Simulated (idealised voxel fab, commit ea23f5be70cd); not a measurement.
The process module presented herein is designated voxel self aligned contacts.
Each square cell in cross-section cut measures 5 nm, and the section as a whole is 210 nm wide.
Cross-section format: a grid of square cells, given as bands from top to bottom; each band is one or more rows of cells.
Look at the band entry: it leads with the top's height and the bottom's height in nm. Then it lists the materials left to right, with a width in nm for each. The word "all across" on a single material says that material fills the band edge to edge. The word "empty" is empty space.
A quick word on heights: they are counted from 0, and under that level the wafer as it came to us is one material throughout. The lowest band is different from the rest in having no bottom; it simply continues downward, written as in "top 0, no bottom".
So if you see something like "30 to 40" for the width, read it as the top row of the band sitting at the first number and the bottom row at the second, with every row in between moving by the same amount as the last.
Key: "no change" - step with no changed cell in the cross-section.
The entry titled "Enclosed void catalog" provides the empty spaces that have no open way to the top, restricted to those of 8 cells or more. Each is presented as width x height at distance, the distance being measured from the left edge, with all three in nm.
If you see something after the settings on a step's line, that's the simulator's own remark about that step.
"overlay nm" on a masked step: distance the mask lay right of its planned place, negative for left.
## So here's the lineup of process steps we planned
| 1 | RECEIVE | material Si |
| 2 | OXIDIZE | depth nm 5 |
| 3 | DIRECTIONAL_DEP | material polySi | thk nm 30 |
| 4 | DIRECTIONAL_DEP | material SiN | thk nm 20 |
| 5 | MASKED_ETCH | tone cover | mask id GATE | width nm 25 | pitch nm 60 | etch materials SiN | depth nm 20 | overlay nm 0 |
| 6 | MASKED_ETCH | tone cover | mask id GATE | width nm 25 | pitch nm 60 | etch materials polySi | depth nm 30 | overlay nm 0 |
| 7 | CONFORMAL_DEP | material SiN | thk nm 10 |
| 8 | DIRECTIONAL_ETCH | etch materials SiN | depth nm 10 |
| 9 | FILL_DEP | material SiO2 | thk nm 15 |
| 10 | CMP | height nm 60 |
| 11 | MASKED_ETCH | tone open | mask id CONTACT | width nm 45 | etch materials SiO2 | depth nm 65 | overlay nm 0 |
| 12 | CONFORMAL_DEP | material TiN | thk nm 5 |
| 13 | FILL_DEP | material W | thk nm 10 |
| 14 | CMP | height nm 60 |
| 15 | CONFORMAL_DEP | material SiN | thk nm 5 |
## Concerning the first of two wafers, which was run in accordance with the plan
## Wafer cross-section on receipt, i.e. after step 1
    top 0, no bottom = Si all across
    Enclosed void catalog: none
## Cross-sectional representation of the wafer at the conclusion of step 2
    top 0, bottom -5 = SiO2 all across
    Everything under -5 stays put, no change at all.
## Cross-sectional representation of the wafer at the conclusion of step 3
    top 30, bottom 0 = polySi all across
    Everything under 0 stays put, no change at all.
## Cross-sectional representation of the wafer at the conclusion of step 4
    top 50, bottom 30 = SiN all across
    Everything under 30 stays put, no change at all.
## Cross-sectional representation of the wafer at the conclusion of step 5
    top 50, bottom 30 = empty: 60, then SiN: 25, then empty: 35, then SiN: 25, then empty: 65
    Everything under 30 stays put, no change at all.
## Cross-sectional representation of the wafer at the conclusion of step 6
    top 50, bottom 30 = empty: 60, then SiN: 25, then empty: 35, then SiN: 25, then empty: 65
    top 30, bottom 0 = empty: 60, then polySi: 25, then empty: 35, then polySi: 25, then empty: 65
    Everything under 0 stays put, no change at all.
## Cross-sectional representation of the wafer at the conclusion of step 7
    top 60, bottom 30 = empty: 50, then SiN: 45, then empty: 15, then SiN: 45, then empty: 55
    top 30, bottom 10 = empty: 50, then SiN: 10, then polySi: 25, then SiN: 10, then empty: 15, then SiN: 10, then polySi: 25, then SiN: 10, then empty: 55
    top 10, bottom 0 = SiN: 60, then polySi: 25, then SiN: 35, then polySi: 25, then SiN: 65
    Everything under 0 stays put, no change at all.
## Cross-sectional representation of the wafer at the conclusion of step 8
    top 50, bottom 30 = empty: 50, then SiN: 45, then empty: 15, then SiN: 45, then empty: 55
    top 30, bottom 0 = empty: 50, then SiN: 10, then polySi: 25, then SiN: 10, then empty: 15, then SiN: 10, then polySi: 25, then SiN: 10, then empty: 55
    Everything under 0 stays put, no change at all.
## Cross-sectional representation of the wafer at the conclusion of step 9
    top 65, bottom 50 = SiO2 all across
    top 50, bottom 30 = SiO2: 50, then SiN: 45, then SiO2: 15, then SiN: 45, then SiO2: 55
    top 30, bottom 0 = SiO2: 50, then SiN: 10, then polySi: 25, then SiN: 10, then SiO2: 15, then SiN: 10, then polySi: 25, then SiN: 10, then SiO2: 55
    Everything under 0 stays put, no change at all.
## Cross-sectional representation of the wafer at the conclusion of step 10
    top 60, bottom 50 = SiO2 all across
    Everything under 50 stays put, no change at all.
## Cross-sectional representation of the wafer at the conclusion of step 11
    top 60, bottom 50 = SiO2: 80, then empty: 45, then SiO2: 85
    top 50, bottom 30 = SiO2: 50, then SiN: 45, then empty: 15, then SiN: 45, then SiO2: 55
    top 30, bottom 0 = SiO2: 50, then SiN: 10, then polySi: 25, then SiN: 10, then empty: 15, then SiN: 10, then polySi: 25, then SiN: 10, then SiO2: 55
    top 0, bottom -5 = SiO2: 95, then empty: 15, then SiO2: 100
    Everything under -5 stays put, no change at all.
## Cross-sectional representation of the wafer at the conclusion of step 12
    top 65, bottom 60 = TiN: 85, then empty: 35, then TiN: 90
    top 60, bottom 50 = SiO2: 80, then TiN: 5 to 20, then empty: 35 to 5, then TiN: 5 to 20, then SiO2: 85
    top 50, bottom 30 = SiO2: 50, then SiN: 45, then TiN: 5, then empty: 5, then TiN: 5, then SiN: 45, then SiO2: 55
    top 30, bottom 0 = SiO2: 50, then SiN: 10, then polySi: 25, then SiN: 10, then TiN: 5, then empty: 5, then TiN: 5, then SiN: 10, then polySi: 25, then SiN: 10, then SiO2: 55
    top 0, bottom -5 = SiO2: 95, then TiN: 15, then SiO2: 100
    Everything under -5 stays put, no change at all.
## Cross-sectional representation of the wafer at the conclusion of step 13
    top 75, bottom 65 = W all across
    top 65, bottom 60 = TiN: 85, then W: 35, then TiN: 90
    top 60, bottom 50 = SiO2: 80, then TiN: 5 to 20, then W: 35 to 5, then TiN: 5 to 20, then SiO2: 85
    top 50, bottom 30 = SiO2: 50, then SiN: 45, then TiN: 5, then W: 5, then TiN: 5, then SiN: 45, then SiO2: 55
    top 30, bottom 0 = SiO2: 50, then SiN: 10, then polySi: 25, then SiN: 10, then TiN: 5, then W: 5, then TiN: 5, then SiN: 10, then polySi: 25, then SiN: 10, then SiO2: 55
    Everything under 0 stays put, no change at all.
## Cross-sectional representation of the wafer at the conclusion of step 14
    top 60, bottom 50 = SiO2: 80, then TiN: 5 to 20, then W: 35 to 5, then TiN: 5 to 20, then SiO2: 85
    Everything under 50 stays put, no change at all.
## Cross-sectional representation of the wafer at the conclusion of step 15
    top 65, bottom 60 = SiN all across
    Everything under 60 stays put, no change at all.
## Second wafer, same starting state and plan as the first, one mistake in the run, identical through step 2
## Second wafer, section view, time point: scheduled end of step 3
    top 30, bottom 0 = W all across
    Everything under 0 stays put, no change at all.
## Second wafer, section view, time point: scheduled end of step 4
    top 50, bottom 30 = SiN all across
    Everything under 30 stays put, no change at all.
## Second wafer, section view, time point: scheduled end of step 5
    top 50, bottom 30 = empty: 60, then SiN: 25, then empty: 35, then SiN: 25, then empty: 65
    Everything under 30 stays put, no change at all.
Second wafer, section view, time point: scheduled end of step 6: no change
## Second wafer, section view, time point: scheduled end of step 7
    top 60, bottom 40 = empty: 50, then SiN: 45, then empty: 15, then SiN: 45, then empty: 55
    top 40, bottom 30 = SiN all across
    Everything under 30 stays put, no change at all.
## Second wafer, section view, time point: scheduled end of step 8
    top 50, bottom 30 = empty: 50, then SiN: 45, then empty: 15, then SiN: 45, then empty: 55
    Everything under 30 stays put, no change at all.
## Second wafer, section view, time point: scheduled end of step 9
    top 65, bottom 50 = SiO2 all across
    top 50, bottom 30 = SiO2: 50, then SiN: 45, then SiO2: 15, then SiN: 45, then SiO2: 55
    Everything under 30 stays put, no change at all.
## Second wafer, section view, time point: scheduled end of step 10
    top 60, bottom 50 = SiO2 all across
    Everything under 50 stays put, no change at all.
## Second wafer, section view, time point: scheduled end of step 11
    top 60, bottom 50 = SiO2: 80, then empty: 45, then SiO2: 85
    top 50, bottom 30 = SiO2: 50, then SiN: 45, then empty: 15, then SiN: 45, then SiO2: 55
    Everything under 30 stays put, no change at all.
## Second wafer, section view, time point: scheduled end of step 12
    top 65, bottom 60 = TiN: 85, then empty: 35, then TiN: 90
    top 60, bottom 50 = SiO2: 80, then TiN: 5 to 20, then empty: 35 to 5, then TiN: 5 to 20, then SiO2: 85
    top 50, bottom 35 = SiO2: 50, then SiN: 45, then TiN: 5, then empty: 5, then TiN: 5, then SiN: 45, then SiO2: 55
    top 35, bottom 30 = SiO2: 50, then SiN: 45, then TiN: 15, then SiN: 45, then SiO2: 55
    Everything under 30 stays put, no change at all.
## Second wafer, section view, time point: scheduled end of step 13
    top 75, bottom 65 = W all across
    top 65, bottom 60 = TiN: 85, then W: 35, then TiN: 90
    top 60, bottom 50 = SiO2: 80, then TiN: 5 to 20, then W: 35 to 5, then TiN: 5 to 20, then SiO2: 85
    top 50, bottom 35 = SiO2: 50, then SiN: 45, then TiN: 5, then W: 5, then TiN: 5, then SiN: 45, then SiO2: 55
    Everything under 35 stays put, no change at all.
## Second wafer, section view, time point: scheduled end of step 14
    top 60, bottom 50 = SiO2: 80, then TiN: 5 to 20, then W: 35 to 5, then TiN: 5 to 20, then SiO2: 85
    Everything under 50 stays put, no change at all.
## Second wafer, section view, time point: scheduled end of step 15
    top 65, bottom 60 = SiN all across
    Everything under 60 stays put, no change at all.
What went wrong in running the wafer? step 3 changed vs plan, executed as DIRECTIONAL_DEP | material W | thk nm 30
Materials where the second wafer ends with more or fewer cells than the first: 48 fewer of SiN; 123 fewer of SiO2; 14 fewer of TiN; 245 more of W; 60 fewer of polySi
